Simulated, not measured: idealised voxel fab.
Process module under the name voxel capacitor over wiring
cross-section cut | 260 nm wide | cells 5 nm
Heads up, the way a cross-section reads in here is a grid of square cells, handed over as bands from the top down, with every band being one or more rows of cells.
Top, bottom (nm), then materials left to right with widths (nm); lone material tagged "full width" fills the whole band edge to edge; "blank" = empty space.
Below 0: as-received wafer, all one material; heights counted from there. Lowest band: no bottom, goes on down, written "from 0 down".
Read "30 to 40" as a graded width: first number on top, second number at the bottom, same change between each pair of neighbouring rows.
Basically "left unchanged" means that step didn't change any cell in the cross-section.
Entry "Fully sealed voids" = empty spaces >= 8 cells with no open way to the top; each as width x height at distance, distance from left edge, all nm.
It should be noted that, on the line of a given step, the content following the step's settings is a remark produced by the simulator itself with respect to that step.
Each step line may optionally specify "overlay nm", which for a step with a mask gives the rightward distance between the mask's planned place and where it lay, a negative value indicating the leftward direction.
Pairs, read this way: before one process step on the one hand, after it on the other, the after cross-section ending at the lowest band that changed; the step between, settings included, beneath. Same starting wafer throughout, but possibly different runs of this module, so no pair continues from the pair above unless its entry headed "Before-step section" says so.

Before-step section:
	from 110 to 95 = SiO2 full width
	from 95 to 90 = SiO2 80 nm / TiN 5 nm / SiO2 65 nm / TiN 5 nm / SiO2 105 nm
	from 90 to 85 = TiN 85 nm / SiO2 65 nm / TiN 110 nm
	from 85 to 80 = Al2O3 85 nm / SiO2 65 nm / Al2O3 110 nm
	from 80 to 75 = TiN full width
	from 75 to 55 = SiO2 85 nm / TiN 5 nm / W 5 nm / TiN 5 nm / SiO2 160 nm
	from 55 to 50 = SiCN 85 nm / TiN 15 nm / SiCN 160 nm
	from 50 to 45 = SiCN 75 nm / Ru 30 nm / SiCN 50 nm / Ru 30 nm / SiCN 75 nm
	from 45 to 20 = lowk 80 nm / TiN 5 nm / Ru 10 nm / TiN 5 nm / lowk 60 nm / TiN 5 nm / Ru 10 nm / TiN 5 nm / lowk 80 nm
	from 20 to 15 = SiCN 80 nm / TiN 20 nm / SiCN 60 nm / TiN 20 nm / SiCN 80 nm
	from 15 to 0 = SiO2 full width
	from 0 down = Si full width
	Fully sealed voids: none

Sectional Result:
	from 125 to 110 = resist 95 nm / blank 15 nm / resist 150 nm
	Below 110, no change.
	Fully sealed voids: none
Between before and after as drawn above: PATTERN (tone open; mask id PLUG_2; material resist; width nm 15; thk nm 15; overlay nm 0)

Before-step section: refer to the pair immediately above; the cross-section shown after its step is the state before this one.

Sectional Result:
	from 125 to 110 = resist 95 nm / blank 15 nm / resist 150 nm
	from 110 to 95 = SiO2 95 nm / blank 15 nm / SiO2 150 nm
	Below 95, no change.
	Fully sealed voids: none
Between before and after as drawn above: DIRECTIONAL_ETCH (etch materials SiO2; depth nm 15)

Before-step section: refer to the pair immediately above; the cross-section shown after its step is the state before this one.

Sectional Result:
	from 110 to 95 = SiO2 95 nm / blank 15 nm / SiO2 150 nm
	Below 95, no change.
	Fully sealed voids: none
Between before and after as drawn above: STRIP (etch materials resist)

Before-step section: refer to the pair immediately above; the cross-section shown after its step is the state before this one.

Sectional Result:
	from 115 to 110 = TiN 100 nm / blank 5 nm / TiN 155 nm
	from 110 to 100 = SiO2 95 nm / TiN 5 nm / blank 5 nm / TiN 5 nm / SiO2 150 nm
	from 100 to 95 = SiO2 95 nm / TiN 15 nm / SiO2 150 nm
	Below 95, no change.
	Fully sealed voids: none
Between before and after as drawn above: CONFORMAL_DEP (material TiN; thk nm 5)

Before-step section: refer to the pair immediately above; the cross-section shown after its step is the state before this one.

Sectional Result:
	from 125 to 115 = Ru full width
	from 115 to 110 = TiN 100 nm / Ru 5 nm / TiN 155 nm
	from 110 to 100 = SiO2 95 nm / TiN 5 nm / Ru 5 nm / TiN 5 nm / SiO2 150 nm
	Below 100, no change.
	Fully sealed voids: none
Between before and after as drawn above: FILL_DEP (material Ru; thk nm 10)

Before-step section: refer to the pair immediately above; the cross-section shown after its step is the state before this one.

Sectional Result:
	from 110 to 100 = SiO2 95 nm / TiN 5 nm / Ru 5 nm / TiN 5 nm / SiO2 150 nm
	Below 100, no change.
	Fully sealed voids: none
Between before and after as drawn above: CMP (height nm 110)

Before-step section: refer to the pair immediately above; the cross-section shown after its step is the state before this one.

Sectional Result:
	from 115 to 110 = SiCN full width
	Below 110, no change.
	Fully sealed voids: none
Between before and after as drawn above: CONFORMAL_DEP (material SiCN; thk nm 5)
